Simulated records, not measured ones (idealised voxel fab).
process module | voxel transistor to metal
cross-section cut | 295 nm wide | cells 5 nm
A cross-section is a grid of square cells, given in bands from the top down. A band is one or more rows of cells.
Each band's line starts with the height of the band's top and of its bottom, in nm. Then come its materials from left to right, each with its width in nm. One material with "throughout" fills the band from edge to edge. "air" is empty space.
Height 0 is the level under which the wafer as received is all one material. The lowest band goes on downwards, as in "0 down".
A width such as "30 to 40" changes by the same amount from each row of cells to the next, from the band's top row to its bottom row.
"no change" after a step means that no cell of the cross-section changed.
closed voids: empty space of 8 cells or more with no open way to the top, each as width x height at its distance from the left edge, in nm
after a step's settings: what the simulator itself notes on the step
overlay nm, on a step with a mask: how far to the right of its planned place the mask lay; to the left if negative
Each pair below shows a cross-section before one step and the cross-section after it, down to the lowest band that changed. The line under each pair gives the step between them, with its settings. The pairs can come from different runs of this module on the same starting wafer, so a pair continues from the pair above only where its "before" says so.
before
  50 to 40: air 50 | SiN 50 | air 90 | SiN 50 | air 55
  40 to 30: air 50 | SiN 10 | SiO2 5 | SiCN 20 | SiO2 5 | SiN 10 | air 90 | SiN 10 | SiO2 5 | SiCN 20 | SiO2 5 | SiN 10 | air 55
  30 to 15: air 50 | SiN 10 | SiO2 5 | polySi 20 | SiO2 5 | SiN 10 | air 90 | SiN 10 | SiO2 5 | polySi 20 | SiO2 5 | SiN 10 | air 55
  15 to 10: SiN 25 | air 25 | SiN 10 | SiO2 5 | polySi 20 | SiO2 5 | SiN 10 | air 15 | SiN 50 | air 25 | SiN 10 | SiO2 5 | polySi 20 | SiO2 5 | SiN 10 | air 15 | SiN 40
  10 to 5: SiN 60 | SiO2 5 | polySi 20 | SiO2 5 | SiN 110 | SiO2 5 | polySi 20 | SiO2 5 | SiN 65
  5 to 0: SiO2 15 | SiN 45 | SiO2 5 | polySi 20 | SiO2 5 | SiN 35 | SiO2 30 | SiN 45 | SiO2 5 | polySi 20 | SiO2 5 | SiN 35 | SiO2 30
  0 to -5: SiO2 throughout
  -5 to -20: SiO2 15 | Si 115 | SiO2 25 | Si 115 | SiO2 25
  -20 down: Si throughout
  closed voids: none
after
  40 to 30: air 50 | SiN 10 | SiO2 5 | SiCN 20 | SiO2 5 | SiN 10 | air 90 | SiN 10 | SiO2 5 | SiCN 20 | SiO2 5 | SiN 10 | air 55
  30 to 5: air 50 | SiN 10 | SiO2 5 | polySi 20 | SiO2 5 | SiN 10 | air 90 | SiN 10 | SiO2 5 | polySi 20 | SiO2 5 | SiN 10 | air 55
  5 to 0: SiO2 15 | SiN 10 | air 25 | SiN 10 | SiO2 5 | polySi 20 | SiO2 5 | SiN 10 | air 15 | SiN 10 | SiO2 30 | SiN 10 | air 25 | SiN 10 | SiO2 5 | polySi 20 | SiO2 5 | SiN 10 | air 15 | SiN 10 | SiO2 30
  below 0: unchanged
  closed voids: none
the step between: op DIRECTIONAL_ETCH | etch materials SiN | depth nm 10
before: the cross-section after the pair above
after
  40 to 35: air 50 | SiN 10 | air 5 | SiCN 20 | air 5 | SiN 10 | air 90 | SiN 10 | air 5 | SiCN 20 | air 5 | SiN 10 | air 55
  35 to 30: air 50 | SiN 10 | SiO2 5 | SiCN 20 | SiO2 5 | SiN 10 | air 90 | SiN 10 | SiO2 5 | SiCN 20 | SiO2 5 | SiN 10 | air 55
  30 to 5: air 50 | SiN 10 | SiO2 5 | polySi 20 | SiO2 5 | SiN 10 | air 90 | SiN 10 | SiO2 5 | polySi 20 | SiO2 5 | SiN 10 | air 55
  5 to 0: air 15 | SiN 10 | air 25 | SiN 10 | SiO2 5 | polySi 20 | SiO2 5 | SiN 10 | air 15 | SiN 10 | air 30 | SiN 10 | air 25 | SiN 10 | SiO2 5 | polySi 20 | SiO2 5 | SiN 10 | air 15 | SiN 10 | air 30
  0 to -5: SiO2 25 | air 25 | SiO2 50 | air 15 | SiO2 50 | air 25 | SiO2 50 | air 15 | SiO2 40
  below -5: unchanged
  closed voids: none
the step between: op DIRECTIONAL_ETCH | etch materials SiO2 | depth nm 5
before: the cross-section after the pair above
after
  40 to 35: air 50 | SiN 10 | air 5 | SiCN 20 | air 5 | SiN 10 | air 90 | SiN 10 | air 5 | SiCN 20 | air 5 | SiN 10 | air 55
  35 to 30: air 50 | SiN 10 | SiO2 5 | SiCN 20 | SiO2 5 | SiN 10 | air 90 | SiN 10 | SiO2 5 | SiCN 20 | SiO2 5 | SiN 10 | air 55
  30 to 5: air 50 | SiN 10 | SiO2 5 | polySi 20 | SiO2 5 | SiN 10 | air 90 | SiN 10 | SiO2 5 | polySi 20 | SiO2 5 | SiN 10 | air 55
  5 to 0: air 15 | SiN 10 | air 25 | SiN 10 | SiO2 5 | polySi 20 | SiO2 5 | SiN 10 | air 15 | SiN 10 | air 30 | SiN 10 | air 25 | SiN 10 | SiO2 5 | polySi 20 | SiO2 5 | SiN 10 | air 15 | SiN 10 | air 30
  0 to -5: SiO2 25 | air 25 | SiO2 50 | air 15 | SiO2 50 | air 25 | SiO2 50 | air 15 | SiO2 40
  -5 to -20: SiO2 15 | Si 10 | air 25 | Si 50 | air 15 | Si 15 | SiO2 25 | Si 10 | air 25 | Si 50 | air 15 | Si 15 | SiO2 25
  below -20: unchanged
  closed voids: none
the step between: op DIRECTIONAL_ETCH | etch materials Si | depth nm 15
before: the cross-section after the pair above
after
  40 to 35: air 50 | SiN 10 | air 5 | SiCN 20 | air 5 | SiN 10 | air 90 | SiN 10 | air 5 | SiCN 20 | air 5 | SiN 10 | air 55
  35 to 30: air 50 | SiN 10 | SiO2 5 | SiCN 20 | SiO2 5 | SiN 10 | air 90 | SiN 10 | SiO2 5 | SiCN 20 | SiO2 5 | SiN 10 | air 55
  30 to 10: air 50 | SiN 10 | SiO2 5 | polySi 20 | SiO2 5 | SiN 10 | air 90 | SiN 10 | SiO2 5 | polySi 20 | SiO2 5 | SiN 10 | air 55
  10 to 5: air 20 | pSi 30 | SiN 10 | SiO2 5 | polySi 20 | SiO2 5 | SiN 10 | pSi 20 | air 40 | pSi 30 | SiN 10 | SiO2 5 | polySi 20 | SiO2 5 | SiN 10 | pSi 20 | air 35
  5 to 0: air 15 | SiN 10 | pSi 25 | SiN 10 | SiO2 5 | polySi 20 | SiO2 5 | SiN 10 | pSi 15 | SiN 10 | air 30 | SiN 10 | pSi 25 | SiN 10 | SiO2 5 | polySi 20 | SiO2 5 | SiN 10 | pSi 15 | SiN 10 | air 30
  0 to -5: SiO2 25 | pSi 25 | SiO2 50 | pSi 15 | SiO2 50 | pSi 25 | SiO2 50 | pSi 15 | SiO2 40
  -5 to -20: SiO2 15 | Si 10 | pSi 25 | Si 50 | pSi 15 | Si 15 | SiO2 25 | Si 10 | pSi 25 | Si 50 | pSi 15 | Si 15 | SiO2 25
  below -20: unchanged
  closed voids: none
the step between: op EPI | material pSi | thk nm 15
before: the cross-section after the pair above
after
  50 to 40: SiO2 throughout
  40 to 30: SiO2 50 | SiN 10 | SiO2 5 | SiCN 20 | SiO2 5 | SiN 10 | SiO2 90 | SiN 10 | SiO2 5 | SiCN 20 | SiO2 5 | SiN 10 | SiO2 55
  30 to 10: SiO2 50 | SiN 10 | SiO2 5 | polySi 20 | SiO2 5 | SiN 10 | SiO2 90 | SiN 10 | SiO2 5 | polySi 20 | SiO2 5 | SiN 10 | SiO2 55
  10 to 5: SiO2 20 | pSi 30 | SiN 10 | SiO2 5 | polySi 20 | SiO2 5 | SiN 10 | pSi 20 | SiO2 40 | pSi 30 | SiN 10 | SiO2 5 | polySi 20 | SiO2 5 | SiN 10 | pSi 20 | SiO2 35
  5 to 0: SiO2 15 | SiN 10 | pSi 25 | SiN 10 | SiO2 5 | polySi 20 | SiO2 5 | SiN 10 | pSi 15 | SiN 10 | SiO2 30 | SiN 10 | pSi 25 | SiN 10 | SiO2 5 | polySi 20 | SiO2 5 | SiN 10 | pSi 15 | SiN 10 | SiO2 30
  below 0: unchanged
  closed voids: none
the step between: op FILL_DEP | material SiO2 | thk nm 10
before: the cross-section after the pair above
after
  40 to 30: SiO2 50 | SiN 10 | SiO2 5 | SiCN 20 | SiO2 5 | SiN 10 | SiO2 90 | SiN 10 | SiO2 5 | SiCN 20 | SiO2 5 | SiN 10 | SiO2 55
  below 30: unchanged
  closed voids: none
the step between: op CMP | height nm 40
before: the cross-section after the pair above
after
  55 to 40: SiO2 throughout
  below 40: unchanged
  closed voids: none
the step between: op DIRECTIONAL_DEP | material SiO2 | thk nm 15
before: the cross-section after the pair above
after
  75 to 55: resist 25 | air 20 | resist 60 | air 20 | resist 40 | air 20 | resist 60 | air 20 | resist 30
  below 55: unchanged
  closed voids: none
the step between: op PATTERN | tone open | mask id CONTACT | material resist | width nm 20 | thk nm 20 | overlay nm 0
before: the cross-section after the pair above
after
  75 to 55: resist 25 | air 20 | resist 60 | air 20 | resist 40 | air 20 | resist 60 | air 20 | resist 30
  55 to 40: SiO2 25 | air 20 | SiO2 60 | air 20 | SiO2 40 | air 20 | SiO2 60 | air 20 | SiO2 30
  40 to 30: SiO2 25 | air 20 | SiO2 5 | SiN 10 | SiO2 5 | SiCN 20 | SiO2 5 | SiN 10 | SiO2 5 | air 20 | SiO2 40 | air 20 | SiO2 5 | SiN 10 | SiO2 5 | SiCN 20 | SiO2 5 | SiN 10 | SiO2 5 | air 20 | SiO2 30
  30 to 10: SiO2 25 | air 20 | SiO2 5 | SiN 10 | SiO2 5 | polySi 20 | SiO2 5 | SiN 10 | SiO2 5 | air 20 | SiO2 40 | air 20 | SiO2 5 | SiN 10 | SiO2 5 | polySi 20 | SiO2 5 | SiN 10 | SiO2 5 | air 20 | SiO2 30
  below 10: unchanged
  closed voids: none
the step between: op DIRECTIONAL_ETCH | etch materials SiO2 | depth nm 45
before: the cross-section after the pair above
after
  55 to 40: SiO2 25 | air 20 | SiO2 60 | air 20 | SiO2 40 | air 20 | SiO2 60 | air 20 | SiO2 30
  below 40: unchanged
  closed voids: none
the step between: op STRIP | etch materials resist
before: the cross-section after the pair above
after
  60 to 55: TiN 30 | air 10 | TiN 70 | air 10 | TiN 50 | air 10 | TiN 70 | air 10 | TiN 35
  55 to 40: SiO2 25 | TiN 5 | air 10 | TiN 5 | SiO2 60 | TiN 5 | air 10 | TiN 5 | SiO2 40 | TiN 5 | air 10 | TiN 5 | SiO2 60 | TiN 5 | air 10 | TiN 5 | SiO2 30
  40 to 30: SiO2 25 | TiN 5 | air 10 | TiN 5 | SiO2 5 | SiN 10 | SiO2 5 | SiCN 20 | SiO2 5 | SiN 10 | SiO2 5 | TiN 5 | air 10 | TiN 5 | SiO2 40 | TiN 5 | air 10 | TiN 5 | SiO2 5 | SiN 10 | SiO2 5 | SiCN 20 | SiO2 5 | SiN 10 | SiO2 5 | TiN 5 | air 10 | TiN 5 | SiO2 30
  30 to 15: SiO2 25 | TiN 5 | air 10 | TiN 5 | SiO2 5 | SiN 10 | SiO2 5 | polySi 20 | SiO2 5 | SiN 10 | SiO2 5 | TiN 5 | air 10 | TiN 5 | SiO2 40 | TiN 5 | air 10 | TiN 5 | SiO2 5 | SiN 10 | SiO2 5 | polySi 20 | SiO2 5 | SiN 10 | SiO2 5 | TiN 5 | air 10 | TiN 5 | SiO2 30
  15 to 10: SiO2 25 | TiN 20 | SiO2 5 | SiN 10 | SiO2 5 | polySi 20 | SiO2 5 | SiN 10 | SiO2 5 | TiN 20 | SiO2 40 | TiN 20 | SiO2 5 | SiN 10 | SiO2 5 | polySi 20 | SiO2 5 | SiN 10 | SiO2 5 | TiN 20 | SiO2 30
  below 10: unchanged
  closed voids: none
the step between: op CONFORMAL_DEP | material TiN | thk nm 5
before: the cross-section after the pair above
after
  65 to 60: Ru throughout
  60 to 55: TiN 30 | Ru 10 | TiN 70 | Ru 10 | TiN 50 | Ru 10 | TiN 70 | Ru 10 | TiN 35
  55 to 40: SiO2 25 | TiN 5 | Ru 10 | TiN 5 | SiO2 60 | TiN 5 | Ru 10 | TiN 5 | SiO2 40 | TiN 5 | Ru 10 | TiN 5 | SiO2 60 | TiN 5 | Ru 10 | TiN 5 | SiO2 30
  40 to 30: SiO2 25 | TiN 5 | Ru 10 | TiN 5 | SiO2 5 | SiN 10 | SiO2 5 | SiCN 20 | SiO2 5 | SiN 10 | SiO2 5 | TiN 5 | Ru 10 | TiN 5 | SiO2 40 | TiN 5 | Ru 10 | TiN 5 | SiO2 5 | SiN 10 | SiO2 5 | SiCN 20 | SiO2 5 | SiN 10 | SiO2 5 | TiN 5 | Ru 10 | TiN 5 | SiO2 30
  30 to 15: SiO2 25 | TiN 5 | Ru 10 | TiN 5 | SiO2 5 | SiN 10 | SiO2 5 | polySi 20 | SiO2 5 | SiN 10 | SiO2 5 | TiN 5 | Ru 10 | TiN 5 | SiO2 40 | TiN 5 | Ru 10 | TiN 5 | SiO2 5 | SiN 10 | SiO2 5 | polySi 20 | SiO2 5 | SiN 10 | SiO2 5 | TiN 5 | Ru 10 | TiN 5 | SiO2 30
  below 15: unchanged
  closed voids: none
the step between: op FILL_DEP | material Ru | thk nm 5
before: the cross-section after the pair above
after
  55 to 40: SiO2 25 | TiN 5 | Ru 10 | TiN 5 | SiO2 60 | TiN 5 | Ru 10 | TiN 5 | SiO2 40 | TiN 5 | Ru 10 | TiN 5 | SiO2 60 | TiN 5 | Ru 10 | TiN 5 | SiO2 30
  below 40: unchanged
  closed voids: none
the step between: op CMP | height nm 55
before: the cross-section after the pair above
after
  60 to 55: SiCN throughout
  below 55: unchanged
  closed voids: none
the step between: op CONFORMAL_DEP | material SiCN | thk nm 5
before: the cross-section after the pair above
after
  80 to 60: SiO2 throughout
  below 60: unchanged
  closed voids: none
the step between: op DIRECTIONAL_DEP | material SiO2 | thk nm 20
before: the cross-section after the pair above
after
  90 to 80: aC throughout
  below 80: unchanged
  closed voids: none
the step between: op DIRECTIONAL_DEP | material aC | thk nm 10
before: the cross-section after the pair above
after
  120 to 90: resist 25 | air 20 | resist 60 | air 20 | resist 40 | air 20 | resist 60 | air 20 | resist 30
  below 90: unchanged
  closed voids: none
the step between: op PATTERN | tone open | mask id METAL_1 | material resist | width nm 20 | thk nm 30 | overlay nm 0
before: the cross-section after the pair above
after
  110 to 90: resist 25 | air 20 | resist 60 | air 20 | resist 40 | air 20 | resist 60 | air 20 | resist 30
  90 to 80: aC 25 | air 20 | aC 60 | air 20 | aC 40 | air 20 | aC 60 | air 20 | aC 30
  below 80: unchanged
  closed voids: none
the step between: op DIRECTIONAL_ETCH | etch materials aC | depth nm 10
before: the cross-section after the pair above
after
  90 to 80: aC 25 | air 20 | aC 60 | air 20 | aC 40 | air 20 | aC 60 | air 20 | aC 30
  below 80: unchanged
  closed voids: none
the step between: op STRIP | etch materials resist
before: the cross-section after the pair above
after
  90 to 80: aC 25 | air 20 | aC 60 | air 20 | aC 40 | air 20 | aC 60 | air 20 | aC 30
  80 to 60: SiO2 25 | air 20 | SiO2 60 | air 20 | SiO2 40 | air 20 | SiO2 60 | air 20 | SiO2 30
  below 60: unchanged
  closed voids: none
the step between: op DIRECTIONAL_ETCH | etch materials SiO2 | depth nm 20
before: the cross-section after the pair above
after
  90 to 80: aC 25 | air 20 | aC 60 | air 20 | aC 40 | air 20 | aC 60 | air 20 | aC 30
  80 to 60: SiO2 25 | air 20 | SiO2 60 | air 20 | SiO2 40 | air 20 | SiO2 60 | air 20 | SiO2 30
  60 to 55: SiCN 25 | air 20 | SiCN 60 | air 20 | SiCN 40 | air 20 | SiCN 60 | air 20 | SiCN 30
  below 55: unchanged
  closed voids: none
the step between: op DIRECTIONAL_ETCH | etch materials SiCN | depth nm 5
before: the cross-section after the pair above
after
  80 to 60: SiO2 25 | air 20 | SiO2 60 | air 20 | SiO2 40 | air 20 | SiO2 60 | air 20 | SiO2 30
  below 60: unchanged
  closed voids: none
the step between: op STRIP | etch materials aC
before: the cross-section after the pair above
after
  85 to 80: TiN 30 | air 10 | TiN 70 | air 10 | TiN 50 | air 10 | TiN 70 | air 10 | TiN 35
  80 to 60: SiO2 25 | TiN 5 | air 10 | TiN 5 | SiO2 60 | TiN 5 | air 10 | TiN 5 | SiO2 40 | TiN 5 | air 10 | TiN 5 | SiO2 60 | TiN 5 | air 10 | TiN 5 | SiO2 30
  60 to 55: SiCN 25 | TiN 20 | SiCN 60 | TiN 20 | SiCN 40 | TiN 20 | SiCN 60 | TiN 20 | SiCN 30
  below 55: unchanged
  closed voids: none
the step between: op CONFORMAL_DEP | material TiN | thk nm 5
before: the cross-section after the pair above
after
  90 to 85: Cu throughout
  85 to 80: TiN 30 | Cu 10 | TiN 70 | Cu 10 | TiN 50 | Cu 10 | TiN 70 | Cu 10 | TiN 35
  80 to 60: SiO2 25 | TiN 5 | Cu 10 | TiN 5 | SiO2 60 | TiN 5 | Cu 10 | TiN 5 | SiO2 40 | TiN 5 | Cu 10 | TiN 5 | SiO2 60 | TiN 5 | Cu 10 | TiN 5 | SiO2 30
  below 60: unchanged
  closed voids: none
the step between: op FILL_DEP | material Cu | thk nm 5
before: the cross-section after the pair above
after
  80 to 60: SiO2 25 | TiN 5 | Cu 10 | TiN 5 | SiO2 60 | TiN 5 | Cu 10 | TiN 5 | SiO2 40 | TiN 5 | Cu 10 | TiN 5 | SiO2 60 | TiN 5 | Cu 10 | TiN 5 | SiO2 30
  below 60: unchanged
  closed voids: none
the step between: op CMP | height nm 80
before: the cross-section after the pair above
after
  85 to 80: SiCN throughout
  below 80: unchanged
  closed voids: none
the step between: op CONFORMAL_DEP | material SiCN | thk nm 5
before
  85 to 80: TiN 30 | air 10 | TiN 70 | air 10 | TiN 50 | air 10 | TiN 70 | air 10 | TiN 35
  80 to 60: SiO2 25 | TiN 5 | air 10 | TiN 5 | SiO2 60 | TiN 5 | air 10 | TiN 5 | SiO2 40 | TiN 5 | air 10 | TiN 5 | SiO2 60 | TiN 5 | air 10 | TiN 5 | SiO2 30
  60 to 55: SiCN 25 | TiN 20 | SiCN 60 | TiN 20 | SiCN 40 | TiN 20 | SiCN 60 | TiN 20 | SiCN 30
  55 to 40: SiO2 25 | TiN 5 | Ru 10 | TiN 5 | SiO2 60 | TiN 5 | Ru 10 | TiN 5 | SiO2 40 | TiN 5 | Ru 10 | TiN 5 | SiO2 60 | TiN 5 | Ru 10 | TiN 5 | SiO2 30
  40 to 30: SiO2 25 | TiN 5 | Ru 10 | TiN 5 | SiO2 5 | SiN 10 | SiO2 5 | SiCN 20 | SiO2 5 | SiN 10 | SiO2 5 | TiN 5 | Ru 10 | TiN 5 | SiO2 40 | TiN 5 | Ru 10 | TiN 5 | SiO2 5 | SiN 10 | SiO2 5 | SiCN 20 | SiO2 5 | SiN 10 | SiO2 5 | TiN 5 | Ru 10 | TiN 5 | SiO2 30
  30 to 15: SiO2 25 | TiN 5 | Ru 10 | TiN 5 | SiO2 5 | SiN 10 | SiO2 5 | polySi 20 | SiO2 5 | SiN 10 | SiO2 5 | TiN 5 | Ru 10 | TiN 5 | SiO2 40 | TiN 5 | Ru 10 | TiN 5 | SiO2 5 | SiN 10 | SiO2 5 | polySi 20 | SiO2 5 | SiN 10 | SiO2 5 | TiN 5 | Ru 10 | TiN 5 | SiO2 30
  15 to 10: SiO2 25 | TiN 20 | SiO2 5 | SiN 10 | SiO2 5 | polySi 20 | SiO2 5 | SiN 10 | SiO2 5 | TiN 20 | SiO2 40 | TiN 20 | SiO2 5 | SiN 10 | SiO2 5 | polySi 20 | SiO2 5 | SiN 10 | SiO2 5 | TiN 20 | SiO2 30
  10 to 5: SiO2 25 | pSi 25 | SiN 10 | SiO2 5 | polySi 20 | SiO2 5 | SiN 10 | pSi 25 | SiO2 40 | pSi 25 | SiN 10 | SiO2 5 | polySi 20 | SiO2 5 | SiN 10 | pSi 25 | SiO2 30
  5 to 0: SiO2 20 | SiN 10 | pSi 20 | SiN 10 | SiO2 5 | polySi 20 | SiO2 5 | SiN 10 | pSi 20 | SiN 10 | SiO2 30 | SiN 10 | pSi 20 | SiN 10 | SiO2 5 | polySi 20 | SiO2 5 | SiN 10 | pSi 20 | SiN 10 | SiO2 25
  0 to -5: SiO2 30 | pSi 20 | SiO2 50 | pSi 20 | SiO2 50 | pSi 20 | SiO2 50 | pSi 20 | SiO2 35
  -5 to -20: SiO2 20 | Si 10 | pSi 20 | Si 50 | pSi 20 | Si 10 | SiO2 30 | Si 10 | pSi 20 | Si 50 | pSi 20 | Si 10 | SiO2 25
  -20 down: Si throughout
  closed voids: none
after
  90 to 85: aC throughout
  85 to 80: TiN 30 | aC 10 | TiN 70 | aC 10 | TiN 50 | aC 10 | TiN 70 | aC 10 | TiN 35
  80 to 60: SiO2 25 | TiN 5 | aC 10 | TiN 5 | SiO2 60 | TiN 5 | aC 10 | TiN 5 | SiO2 40 | TiN 5 | aC 10 | TiN 5 | SiO2 60 | TiN 5 | aC 10 | TiN 5 | SiO2 30
  below 60: unchanged
  closed voids: none
the step between: op FILL_DEP | material aC | thk nm 5
before: the cross-section after the pair above
after
  80 to 60: SiO2 25 | TiN 5 | aC 10 | TiN 5 | SiO2 60 | TiN 5 | aC 10 | TiN 5 | SiO2 40 | TiN 5 | aC 10 | TiN 5 | SiO2 60 | TiN 5 | aC 10 | TiN 5 | SiO2 30
  below 60: unchanged
  closed voids: none
the step between: op CMP | height nm 80
before: the cross-section after the pair above
after
  85 to 80: SiCN throughout
  below 80: unchanged
  closed voids: none
the step between: op CONFORMAL_DEP | material SiCN | thk nm 5
before
  45 to 40: SiCN 15 | air 120 | SiCN 20 | air 120 | SiCN 20
  40 to 35: SiCN throughout
  35 to 30: polySi 15 | SiCN 120 | polySi 20 | SiCN 120 | polySi 20
  30 to 5: polySi throughout
  5 to 0: SiO2 15 | polySi 120 | SiO2 20 | polySi 120 | SiO2 20
  0 to -5: SiO2 throughout
  -5 to -20: SiO2 20 | Si 110 | SiO2 30 | Si 110 | SiO2 25
  -20 down: Si throughout
  closed voids: none
after
  45 to 35: SiCN 15 to 65 | air 120 to 20 | SiCN 20 to 120 | air 120 to 20 | SiCN 20 to 70
  35 to 30: polySi 15 | SiCN 50 | air 20 | SiCN 50 | polySi 20 | SiCN 50 | air 20 | SiCN 50 | polySi 20
  below 30: unchanged
  closed voids: none
the step between: op MASKED_ETCH | tone open | mask id GATE | width nm 20 | pitch nm 140 | etch materials SiCN | depth nm 20 | overlay nm 0
before: the cross-section after the pair above
after
  50 to 45: SiO2 20 | air 110 | SiO2 30 | air 110 | SiO2 25
  45 to 35: SiCN 15 to 65 | SiO2 55 to 5 | air 10 | SiO2 55 to 5 | SiCN 20 to 120 | SiO2 55 to 5 | air 10 | SiO2 55 to 5 | SiCN 20 to 70
  35 to 30: polySi 15 | SiCN 50 | SiO2 20 | SiCN 50 | polySi 20 | SiCN 50 | SiO2 20 | SiCN 50 | polySi 20
  below 30: unchanged
  closed voids: none
the step between: op CONFORMAL_DEP | material SiO2 | thk nm 5
before: the cross-section after the pair above
after
  45 to 35: SiCN 15 to 65 | SiO2 5 | air 110 to 10 | SiO2 5 | SiCN 20 to 120 | SiO2 5 | air 110 to 10 | SiO2 5 | SiCN 20 to 70
  35 to 30: polySi 15 | SiCN 50 | SiO2 5 | air 10 | SiO2 5 | SiCN 50 | polySi 20 | SiCN 50 | SiO2 5 | air 10 | SiO2 5 | SiCN 50 | polySi 20
  below 30: unchanged
  closed voids: none
the step between: op DIRECTIONAL_ETCH | etch materials SiO2 | depth nm 5
before: the cross-section after the pair above
after
  55 to 50: SiN 30 | air 90 | SiN 50 | air 90 | SiN 35
  50 to 45: SiN throughout
  45 to 35: SiCN 15 to 65 | SiO2 5 | SiN 110 to 10 | SiO2 5 | SiCN 20 to 120 | SiO2 5 | SiN 110 to 10 | SiO2 5 | SiCN 20 to 70
  35 to 30: polySi 15 | SiCN 50 | SiO2 5 | SiN 10 | SiO2 5 | SiCN 50 | polySi 20 | SiCN 50 | SiO2 5 | SiN 10 | SiO2 5 | SiCN 50 | polySi 20
  below 30: unchanged
  closed voids: none
the step between: op CONFORMAL_DEP | material SiN | thk nm 10
before: the cross-section after the pair above
after
  45 to 40: SiCN 15 | SiO2 5 | SiN 10 | air 90 | SiN 10 | SiO2 5 | SiCN 20 | SiO2 5 | SiN 10 | air 90 | SiN 10 | SiO2 5 | SiCN 20
  below 40: unchanged
  closed voids: none
the step between: op DIRECTIONAL_ETCH | etch materials SiN | depth nm 10
before: the cross-section after the pair above
after
  45 to 40: SiCN 15 | air 5 | SiN 10 | air 90 | SiN 10 | air 5 | SiCN 20 | air 5 | SiN 10 | air 90 | SiN 10 | air 5 | SiCN 20
  40 to 35: SiCN 65 | air 5 | SiN 10 | air 5 | SiCN 120 | air 5 | SiN 10 | air 5 | SiCN 70
  below 35: unchanged
  closed voids: none
the step between: op DIRECTIONAL_ETCH | etch materials SiO2 | depth nm 5
before: the cross-section after the pair above
after
  55 to 45: SiO2 throughout
  45 to 40: SiCN 15 | SiO2 5 | SiN 10 | SiO2 90 | SiN 10 | SiO2 5 | SiCN 20 | SiO2 5 | SiN 10 | SiO2 90 | SiN 10 | SiO2 5 | SiCN 20
  40 to 35: SiCN 65 | SiO2 5 | SiN 10 | SiO2 5 | SiCN 120 | SiO2 5 | SiN 10 | SiO2 5 | SiCN 70
  below 35: unchanged
  closed voids: none
the step between: op FILL_DEP | material SiO2 | thk nm 10
before: the cross-section after the pair above
after
  40 to 35: SiCN 65 | SiO2 5 | SiN 10 | SiO2 5 | SiCN 120 | SiO2 5 | SiN 10 | SiO2 5 | SiCN 70
  below 35: unchanged
  closed voids: none
the step between: op CMP | height nm 40
before: the cross-section after the pair above
after
  55 to 40: SiO2 throughout
  below 40: unchanged
  closed voids: none
the step between: op DIRECTIONAL_DEP | material SiO2 | thk nm 15
before: the cross-section after the pair above
after
  75 to 55: resist 25 | air 20 | resist 60 | air 20 | resist 40 | air 20 | resist 60 | air 20 | resist 30
  below 55: unchanged
  closed voids: none
the step between: op PATTERN | tone open | mask id CONTACT | material resist | width nm 20 | thk nm 20 | overlay nm 0
before: the cross-section after the pair above
after
  75 to 55: resist 25 | air 20 | resist 60 | air 20 | resist 40 | air 20 | resist 60 | air 20 | resist 30
  55 to 40: SiO2 25 | air 20 | SiO2 60 | air 20 | SiO2 40 | air 20 | SiO2 60 | air 20 | SiO2 30
  below 40: unchanged
  closed voids: none
the step between: op DIRECTIONAL_ETCH | etch materials SiO2 | depth nm 45
before: the cross-section after the pair above
after
  55 to 40: SiO2 25 | air 20 | SiO2 60 | air 20 | SiO2 40 | air 20 | SiO2 60 | air 20 | SiO2 30
  below 40: unchanged
  closed voids: none
the step between: op STRIP | etch materials resist
before: the cross-section after the pair above
after
  60 to 55: TiN 30 | air 10 | TiN 70 | air 10 | TiN 50 | air 10 | TiN 70 | air 10 | TiN 35
  55 to 45: SiO2 25 | TiN 5 | air 10 | TiN 5 | SiO2 60 | TiN 5 | air 10 | TiN 5 | SiO2 40 | TiN 5 | air 10 | TiN 5 | SiO2 60 | TiN 5 | air 10 | TiN 5 | SiO2 30
  45 to 40: SiO2 25 | TiN 20 | SiO2 60 | TiN 20 | SiO2 40 | TiN 20 | SiO2 60 | TiN 20 | SiO2 30
  below 40: unchanged
  closed voids: none
the step between: op CONFORMAL_DEP | material TiN | thk nm 5
before: the cross-section after the pair above
after
  65 to 60: Ru throughout
  60 to 55: TiN 30 | Ru 10 | TiN 70 | Ru 10 | TiN 50 | Ru 10 | TiN 70 | Ru 10 | TiN 35
  55 to 45: SiO2 25 | TiN 5 | Ru 10 | TiN 5 | SiO2 60 | TiN 5 | Ru 10 | TiN 5 | SiO2 40 | TiN 5 | Ru 10 | TiN 5 | SiO2 60 | TiN 5 | Ru 10 | TiN 5 | SiO2 30
  below 45: unchanged
  closed voids: none
the step between: op FILL_DEP | material Ru | thk nm 5
before: the cross-section after the pair above
after
  55 to 45: SiO2 25 | TiN 5 | Ru 10 | TiN 5 | SiO2 60 | TiN 5 | Ru 10 | TiN 5 | SiO2 40 | TiN 5 | Ru 10 | TiN 5 | SiO2 60 | TiN 5 | Ru 10 | TiN 5 | SiO2 30
  below 45: unchanged
  closed voids: none
the step between: op CMP | height nm 55
before: the cross-section after the pair above
after
  60 to 55: SiCN throughout
  below 55: unchanged
  closed voids: none
the step between: op CONFORMAL_DEP | material SiCN | thk nm 5
before: the cross-section after the pair above
after
  80 to 60: SiO2 throughout
  below 60: unchanged
  closed voids: none
the step between: op DIRECTIONAL_DEP | material SiO2 | thk nm 20
before: the cross-section after the pair above
after
  90 to 80: aC throughout
  below 80: unchanged
  closed voids: none
the step between: op DIRECTIONAL_DEP | material aC | thk nm 10
before: the cross-section after the pair above
after
  120 to 90: resist 25 | air 20 | resist 60 | air 20 | resist 40 | air 20 | resist 60 | air 20 | resist 30
  below 90: unchanged
  closed voids: none
the step between: op PATTERN | tone open | mask id METAL_1 | material resist | width nm 20 | thk nm 30 | overlay nm 0
before: the cross-section after the pair above
after
  110 to 90: resist 25 | air 20 | resist 60 | air 20 | resist 40 | air 20 | resist 60 | air 20 | resist 30
  90 to 80: aC 25 | air 20 | aC 60 | air 20 | aC 40 | air 20 | aC 60 | air 20 | aC 30
  below 80: unchanged
  closed voids: none
the step between: op DIRECTIONAL_ETCH | etch materials aC | depth nm 10
before: the cross-section after the pair above
after
  90 to 80: aC 25 | air 20 | aC 60 | air 20 | aC 40 | air 20 | aC 60 | air 20 | aC 30
  below 80: unchanged
  closed voids: none
the step between: op STRIP | etch materials resist
before: the cross-section after the pair above
after
  90 to 80: aC 25 | air 20 | aC 60 | air 20 | aC 40 | air 20 | aC 60 | air 20 | aC 30
  80 to 60: SiO2 25 | air 20 | SiO2 60 | air 20 | SiO2 40 | air 20 | SiO2 60 | air 20 | SiO2 30
  below 60: unchanged
  closed voids: none
the step between: op DIRECTIONAL_ETCH | etch materials SiO2 | depth nm 20
before: the cross-section after the pair above
after
  90 to 80: aC 25 | air 20 | aC 60 | air 20 | aC 40 | air 20 | aC 60 | air 20 | aC 30
  80 to 60: SiO2 25 | air 20 | SiO2 60 | air 20 | SiO2 40 | air 20 | SiO2 60 | air 20 | SiO2 30
  60 to 55: SiCN 25 | air 20 | SiCN 60 | air 20 | SiCN 40 | air 20 | SiCN 60 | air 20 | SiCN 30
  below 55: unchanged
  closed voids: none
the step between: op DIRECTIONAL_ETCH | etch materials SiCN | depth nm 5
